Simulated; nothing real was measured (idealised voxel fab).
Herein follows the process module entitled voxel released beams.
The figure presents cross-section cut, which has a width of 275 nm and is divided into square cells with an edge length of 5 nm.
This document writes a cross-section as a grid whose cells are square, and gives it as bands, listed from the top down; one or more rows of cells form a band. Basically the band line says how high the top is and how high the bottom is, in nm, and then what's in it from left to right, every material with its width in nm. Empty space shows up as "empty", and if a single material carries "throughout" it runs the full band edge to edge. Note: height 0 marks the level under which the wafer is uniformly one material as received. Lowest band unbounded below, written "0 down". It should be noted that a width expressed as "30..40" varies in equal increments from row to row of cells within the band, taking the value of the first number at the top row and that of the second number at the bottom row. "remains unaltered" after a step means that no cell of the cross-section changed. Enclosed voids (no open way to top), threshold 8 cells or more, entry "Trapped void list", notation width x height at distance, distance from left edge, nm. Text after the settings on a step's line: the simulator's own remark on that step. overlay nm: step with mask; distance mask lay right of planned place; negative value = left of planned place.
THE STEPS PLANNED FOR THE PROCESS ARE AS FOLLOWS
1: RECEIVE with material Si
2: CONFORMAL_DEP with material SiN, thk nm 10
3: DIRECTIONAL_DEP with material SiO2, thk nm 20
4: DIRECTIONAL_DEP with material aC, thk nm 15
5: PATTERN with tone open, mask id ANCHOR, material resist, width nm 30, thk nm 35, overlay nm 0
6: DIRECTIONAL_ETCH with etch materials aC, depth nm 15
7: STRIP with etch materials resist
8: DIRECTIONAL_ETCH with etch materials SiO2, depth nm 20
9: STRIP with etch materials aC
10: CONFORMAL_DEP with material TiN, thk nm 10
11: PATTERN with tone cover, mask id BEAM, material resist, width nm 75, thk nm 15, overlay nm 0
12: DIRECTIONAL_ETCH with etch materials TiN, depth nm 10
13: STRIP with etch materials resist
14: STRIP with etch materials SiO2
ACCOUNT OF THE FIRST OF TWO WAFERS, WHICH WAS PROCESSED AS INTENDED
HERE'S WHAT THE WAFER LOOKED LIKE IN CROSS-SECTION WHEN IT ARRIVED - THAT'S AFTER STEP 1
    0 down = Si throughout
    Trapped void list: none
CROSS-SECTION THROUGH THE WAFER, STEP 2 FINISHED
    10 to 0 = SiN throughout
    Under 0: no change, same as before.
CROSS-SECTION THROUGH THE WAFER, STEP 3 FINISHED
    30 to 10 = SiO2 throughout
    Under 10: no change, same as before.
CROSS-SECTION THROUGH THE WAFER, STEP 4 FINISHED
    45 to 30 = aC throughout
    Under 30: no change, same as before.
CROSS-SECTION THROUGH THE WAFER, STEP 5 FINISHED
    80 to 45 = 100 resist; 30 empty; 145 resist
    Under 45: no change, same as before.
CROSS-SECTION THROUGH THE WAFER, STEP 6 FINISHED
    65 to 45 = 100 resist; 30 empty; 145 resist
    45 to 30 = 100 aC; 30 empty; 145 aC
    Under 30: no change, same as before.
CROSS-SECTION THROUGH THE WAFER, STEP 7 FINISHED
    45 to 30 = 100 aC; 30 empty; 145 aC
    Under 30: no change, same as before.
CROSS-SECTION THROUGH THE WAFER, STEP 8 FINISHED
    45 to 30 = 100 aC; 30 empty; 145 aC
    30 to 10 = 100 SiO2; 30 empty; 145 SiO2
    Under 10: no change, same as before.
CROSS-SECTION THROUGH THE WAFER, STEP 9 FINISHED
    30 to 10 = 100 SiO2; 30 empty; 145 SiO2
    Under 10: no change, same as before.
CROSS-SECTION THROUGH THE WAFER, STEP 10 FINISHED
    40 to 30 = 110 TiN; 10 empty; 155 TiN
    30 to 20 = 100 SiO2; 10 TiN; 10 empty; 10 TiN; 145 SiO2
    20 to 10 = 100 SiO2; 30 TiN; 145 SiO2
    Under 10: no change, same as before.
CROSS-SECTION THROUGH THE WAFER, STEP 11 FINISHED
    55 to 40 = 95 empty; 75 resist; 105 empty
    40 to 30 = 110 TiN; 10 resist; 155 TiN
    30 to 20 = 100 SiO2; 10 TiN; 10 resist; 10 TiN; 145 SiO2
    Under 20: no change, same as before.
CROSS-SECTION THROUGH THE WAFER, STEP 12 FINISHED
    55 to 40 = 95 empty; 75 resist; 105 empty
    40 to 30 = 95 empty; 15 TiN; 10 resist; 50 TiN; 105 empty
    Under 30: no change, same as before.
CROSS-SECTION THROUGH THE WAFER, STEP 13 FINISHED
    40 to 30 = 95 empty; 15 TiN; 10 empty; 50 TiN; 105 empty
    30 to 20 = 100 SiO2; 10 TiN; 10 empty; 10 TiN; 145 SiO2
    Under 20: no change, same as before.
CROSS-SECTION THROUGH THE WAFER, STEP 14 FINISHED
    40 to 30 = 95 empty; 15 TiN; 10 empty; 50 TiN; 105 empty
    30 to 20 = 100 empty; 10 TiN; 10 empty; 10 TiN; 145 empty
    20 to 10 = 100 empty; 30 TiN; 145 empty
    Under 10: no change, same as before.
FOR THE SECOND WAFER, TAKE THE FIRST WAFER'S START AND PLAN, THEN ADD ONE MISTAKE MADE IN RUNNING IT; EVERYTHING THROUGH STEP 11, THAT STEP INCLUDED, IS SHARED WITH THE FIRST
SECOND WAFER, SECTION VIEW, TIME POINT: SCHEDULED END OF STEP 12
    55 to 40 = 95 empty; 75 resist; 105 empty
    40 to 35 = 95 empty; 15 TiN; 10 resist; 50 TiN; 105 empty
    Under 35: no change, same as before.
SECOND WAFER, SECTION VIEW, TIME POINT: SCHEDULED END OF STEP 13
    40 to 35 = 95 empty; 15 TiN; 10 empty; 50 TiN; 105 empty
    35 to 30 = 110 TiN; 10 empty; 155 TiN
    30 to 20 = 100 SiO2; 10 TiN; 10 empty; 10 TiN; 145 SiO2
    Under 20: no change, same as before.
Second wafer, section view, time point: scheduled end of step 14: remains unaltered
Short version of what went wrong: contrary to plan, step 12 was performed as DIRECTIONAL_ETCH with etch materials TiN, depth nm 5
Count the cells at the end and the second wafer has more or fewer of some materials than the first: SiO2: 196 more, TiN: 40 more
